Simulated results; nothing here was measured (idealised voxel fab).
process module | voxel fin reveal
cross-section cut | 245 nm wide | cells 5 nm
A cross-section is a grid of square cells, given in bands from the top down. A band is one or more rows of cells.
Each band's line starts with the height of the band's top and of its bottom, in nm. Then come its materials from left to right, each with its width in nm. One material with "throughout" fills the band from edge to edge. "air" is empty space.
Height 0 is the level under which the wafer as received is all one material. The lowest band goes on downwards, as in "0 down".
A width such as "30 to 40" changes by the same amount from each row of cells to the next, from the band's top row to its bottom row.
"no change" after a step means that no cell of the cross-section changed.
closed voids: empty space of 8 cells or more with no open way to the top, each as width x height at its distance from the left edge, in nm
after a step's settings: what the simulator itself notes on the step
overlay nm, on a step with a mask: how far to the right of its planned place the mask lay; to the left if negative
plan
1 op RECEIVE | material Si
2 op CONFORMAL_DEP | material SiN | thk nm 10
3 op PATTERN | tone cover | mask id FINS | material resist | width nm 15 | pitch nm 40 | thk nm 15 | overlay nm 0
4 op DIRECTIONAL_ETCH | etch materials SiN | depth nm 10
5 op DIRECTIONAL_ETCH | etch materials Si | depth nm 40
6 op STRIP | etch materials resist
7 op OXIDIZE | depth nm 5
8 op FILL_DEP | material SiO2 | thk nm 10
9 op CMP | height nm 10
10 op SELECTIVE_ETCH | etch materials SiO2 | depth nm 35
11 op STRIP | etch materials SiN
12 op CONFORMAL_DEP | material HfO2 | thk nm 5
first wafer, as planned
as received, after step 1
  0 down: Si throughout
  closed voids: none
after step 2
  10 to 0: SiN throughout
  below 0: unchanged
after step 3
  25 to 10: air 75 | resist 15 | air 25 | resist 15 | air 25 | resist 15 | air 75
  below 10: unchanged
after step 4
  25 to 10: air 75 | resist 15 | air 25 | resist 15 | air 25 | resist 15 | air 75
  10 to 0: air 75 | SiN 15 | air 25 | SiN 15 | air 25 | SiN 15 | air 75
  below 0: unchanged
after step 5
  25 to 10: air 75 | resist 15 | air 25 | resist 15 | air 25 | resist 15 | air 75
  10 to 0: air 75 | SiN 15 | air 25 | SiN 15 | air 25 | SiN 15 | air 75
  0 to -40: air 75 | Si 15 | air 25 | Si 15 | air 25 | Si 15 | air 75
  below -40: unchanged
after step 6
  10 to 0: air 75 | SiN 15 | air 25 | SiN 15 | air 25 | SiN 15 | air 75
  below 0: unchanged
after step 7
  10 to 0: air 75 | SiN 15 | air 25 | SiN 15 | air 25 | SiN 15 | air 75
  0 to -40: air 75 | SiO2 5 | Si 5 | SiO2 5 | air 25 | SiO2 5 | Si 5 | SiO2 5 | air 25 | SiO2 5 | Si 5 | SiO2 5 | air 75
  -40 to -45: SiO2 80 | Si 5 | SiO2 35 | Si 5 | SiO2 35 | Si 5 | SiO2 80
  below -45: unchanged
after step 8
  20 to 10: SiO2 throughout
  10 to 0: SiO2 75 | SiN 15 | SiO2 25 | SiN 15 | SiO2 25 | SiN 15 | SiO2 75
  0 to -45: SiO2 80 | Si 5 | SiO2 35 | Si 5 | SiO2 35 | Si 5 | SiO2 80
  below -45: unchanged
after step 9
  10 to 0: SiO2 75 | SiN 15 | SiO2 25 | SiN 15 | SiO2 25 | SiN 15 | SiO2 75
  below 0: unchanged
after step 10
  10 to 0: air 75 | SiN 15 | air 25 | SiN 15 | air 25 | SiN 15 | air 75
  0 to -25: air 80 | Si 5 | air 35 | Si 5 | air 35 | Si 5 | air 80
  below -25: unchanged
after step 11
  0 to -25: air 80 | Si 5 | air 35 | Si 5 | air 35 | Si 5 | air 80
  below -25: unchanged
after step 12
  5 to 0: air 75 | HfO2 15 | air 25 | HfO2 15 | air 25 | HfO2 15 | air 75
  0 to -20: air 75 | HfO2 5 | Si 5 | HfO2 5 | air 25 | HfO2 5 | Si 5 | HfO2 5 | air 25 | HfO2 5 | Si 5 | HfO2 5 | air 75
  -20 to -25: HfO2 80 | Si 5 | HfO2 35 | Si 5 | HfO2 35 | Si 5 | HfO2 80
  below -25: unchanged
second wafer: like start, like plan, one mistake. Through step 9 it matches the first wafer
when step 10 should have ended
  10 to 0: SiO2 75 | air 15 | SiO2 25 | air 15 | SiO2 25 | air 15 | SiO2 75
  below 0: unchanged
when step 11 should have ended
  0 to -25: air 80 | Si 5 | air 35 | Si 5 | air 35 | Si 5 | air 80
  -25 to -35: SiO2 40 | air 40 | Si 5 | air 35 | Si 5 | air 35 | Si 5 | air 40 | SiO2 40
  below -35: unchanged
when step 12 should have ended
  5 to 0: air 75 | HfO2 15 | air 25 | HfO2 15 | air 25 | HfO2 15 | air 75
  0 to -20: air 75 | HfO2 5 | Si 5 | HfO2 5 | air 25 | HfO2 5 | Si 5 | HfO2 5 | air 25 | HfO2 5 | Si 5 | HfO2 5 | air 75
  -20 to -25: HfO2 45 | air 30 | HfO2 5 | Si 5 | HfO2 5 | air 25 | HfO2 5 | Si 5 | HfO2 5 | air 25 | HfO2 5 | Si 5 | HfO2 5 | air 30 | HfO2 45
  -25 to -30: SiO2 40 | HfO2 5 | air 30 | HfO2 5 | Si 5 | HfO2 5 | air 25 | HfO2 5 | Si 5 | HfO2 5 | air 25 | HfO2 5 | Si 5 | HfO2 5 | air 30 | HfO2 5 | SiO2 40
  -30 to -35: SiO2 40 | HfO2 40 | Si 5 | HfO2 35 | Si 5 | HfO2 35 | Si 5 | HfO2 40 | SiO2 40
  below -35: unchanged
what went wrong: steps 10 and 11 were swapped
at the end the second wafer has, in cells: 16 more of HfO2 | 60 fewer of SiO2
